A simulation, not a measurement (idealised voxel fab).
Process module in this document: voxel spacer lines
Shown is cross-section cut, with a width of 165 nm and square cells of size 5 nm.
A cross-section is a grid of square cells, given in bands from the top down. A band is one or more rows of cells.
The entry gives the band's vertical extent as a top height and a bottom height in nm, then its horizontal make-up as materials from left to right, each with a width in nm. "blank" stands for empty space; a single material marked "everywhere" fills the band edge to edge.
Zero point of the height axis is 0; under it, received wafer = one material. Lowest band: continues down indefinitely, "from 0 down".
Width spec "30 to 40" -> top row of cells at first value, bottom row at second value, equal per-row change in between.
The designation "everything unchanged", where it is given for a processing step, indicates that no cell of the cross-section was altered in the course of that step.
The entry "Closed-off voids" lists the empty spaces that cover at least 8 cells and have no open path to the top. Each is written as width x height at distance, where the distance is measured from the left edge and all three values are in nm.
Formally, on a step line, whatever follows the settings is a remark that the simulator itself makes on the step.
The "overlay nm" setting may appear on a step's line; for a step that uses a mask, it gives how far to the right of its planned position the mask lay, and a negative value indicates the left.
LISTED BELOW ARE THE PROCESS STEPS AS PLANNED
1,RECEIVE with material Si
2,CONFORMAL_DEP with material SiO2, thk nm 5
3,DIRECTIONAL_DEP with material W, thk nm 20
4,DIRECTIONAL_DEP with material polySi, thk nm 30
5,PATTERN with tone cover, mask id MANDREL, material resist, width nm 20, pitch nm 60, thk nm 40, overlay nm 0
6,DIRECTIONAL_ETCH with etch materials polySi, depth nm 30
7,STRIP with etch materials resist
8,CONFORMAL_DEP with material SiN, thk nm 10
9,DIRECTIONAL_ETCH with etch materials SiN, depth nm 10
10,STRIP with etch materials polySi
11,DIRECTIONAL_ETCH with etch materials W, depth nm 20
12,STRIP with etch materials SiN
INCOMING WAFER IN CROSS-SECTION (STATE: AFTER STEP 1)
* from 0 down  Si everywhere
* Closed-off voids: none
WAFER CROSS-SECTION AT END OF MODULE: START AND PLAN AS SHOWN ABOVE, ONE EXECUTION ERROR
* from 25 to 5  blank: 25; W: 10; blank: 30; W: 10; blank: 10; W: 10; blank: 30; W: 10; blank: 30
* from 5 to 0  SiO2 everywhere
* from 0 down  Si everywhere
* Closed-off voids: none
What went wrong in running the wafer? step 5: run off-plan, actual operation and settings PATTERN with tone cover, mask id MANDREL, material resist, width nm 30, pitch nm 60, thk nm 40, overlay nm 0
